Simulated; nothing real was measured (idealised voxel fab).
This section sets out a process module, namely voxel spacer lines.
This is section cut - it's 270 nm across, gridded in 5 nm square cells.
We lay out every cross-section as a grid of square cells and spell it out in bands from the top down, where one band means one or more rows of cells. This entry defines a band. It first specifies the height of the band's top and the height of its bottom in nm, and then specifies the band's materials from left to right, stating each material with its width in nm. The word "throughout" identifies a single material that fills the band from edge to edge, while the word "blank" identifies empty space. All heights in this document are referenced to 0, defined as the level beneath which the wafer, as received, consists entirely of one material. The lowest band is not bounded below; it extends indefinitely downward and is written in the form "from 0 down". It should be noted that a width expressed as "30..40" varies in equal increments from row to row of cells within the band, taking the value of the first number at the top row and that of the second number at the bottom row. Basically "nothing was modified" means that step didn't change any cell in the cross-section. Voids not open to the top, 8 cells minimum: see "Sealed void listing". Written width x height at distance; distance is from the left edge; nm. Formally, on a step line, whatever follows the settings is a remark that the simulator itself makes on the step. overlay nm, on a step with a mask: how far to the right of its planned place the mask lay; to the left if negative.

THE PROCESS STEPS THAT WERE PLANNED ARE LISTED BELOW
- 1: RECEIVE [material Si]
- 2: CONFORMAL_DEP [material SiO2] [thk nm 10]
- 3: DIRECTIONAL_DEP [material W] [thk nm 20]
- 4: DIRECTIONAL_DEP [material polySi] [thk nm 25]
- 5: PATTERN [tone cover] [mask id MANDREL] [material resist] [width nm 15] [pitch nm 60] [thk nm 35] [overlay nm 0]
- 6: DIRECTIONAL_ETCH [etch materials polySi] [depth nm 25]
- 7: STRIP [etch materials resist]
- 8: CONFORMAL_DEP [material SiN] [thk nm 15]
- 9: DIRECTIONAL_ETCH [etch materials SiN] [depth nm 15]
- 10: STRIP [etch materials polySi]
- 11: DIRECTIONAL_ETCH [etch materials W] [depth nm 20]
- 12: STRIP [etch materials SiN]
- 13: FILL_DEP [material lowk] [thk nm 5]
- 14: CMP [height nm 30]

THE CROSS-SECTION HERE SHOWS THE WAFER AS RECEIVED, I.E. IN ITS STATE AFTER STEP 1
> from 0 down: Si throughout
> Sealed void listing: none

END-OF-MODULE XS, FIRST OF TWO WAFERS, RUN AS PLANNED
> from 30 to 10: lowk=50  W=15  lowk=15  W=15  lowk=15  W=15  lowk=15  W=15  lowk=15  W=15  lowk=15  W=15  lowk=55
> from 10 to 0: SiO2 throughout
> from 0 down: Si throughout
> Sealed void listing: none

END-OF-MODULE CROSS-SECTION OF THE SECOND WAFER: IDENTICAL STARTING POINT AND PROCESS PLAN TO THE FIRST, WITH ONE PROCESSING MISTAKE
> from 30 to 10: lowk=60  W=15  lowk=15  W=15  lowk=15  W=15  lowk=15  W=15  lowk=15  W=15  lowk=15  W=15  lowk=45
> from 10 to 0: SiO2 throughout
> from 0 down: Si throughout
> Sealed void listing: none
Plan not followed: step 5 ran differently from the plan; actual operation with settings: PATTERN [tone cover] [mask id MANDREL] [material resist] [width nm 15] [pitch nm 60] [thk nm 35] [overlay nm 10]
When the process is done, the second wafer contains the same cell count of every material as the first wafer, but distributed over other locations.
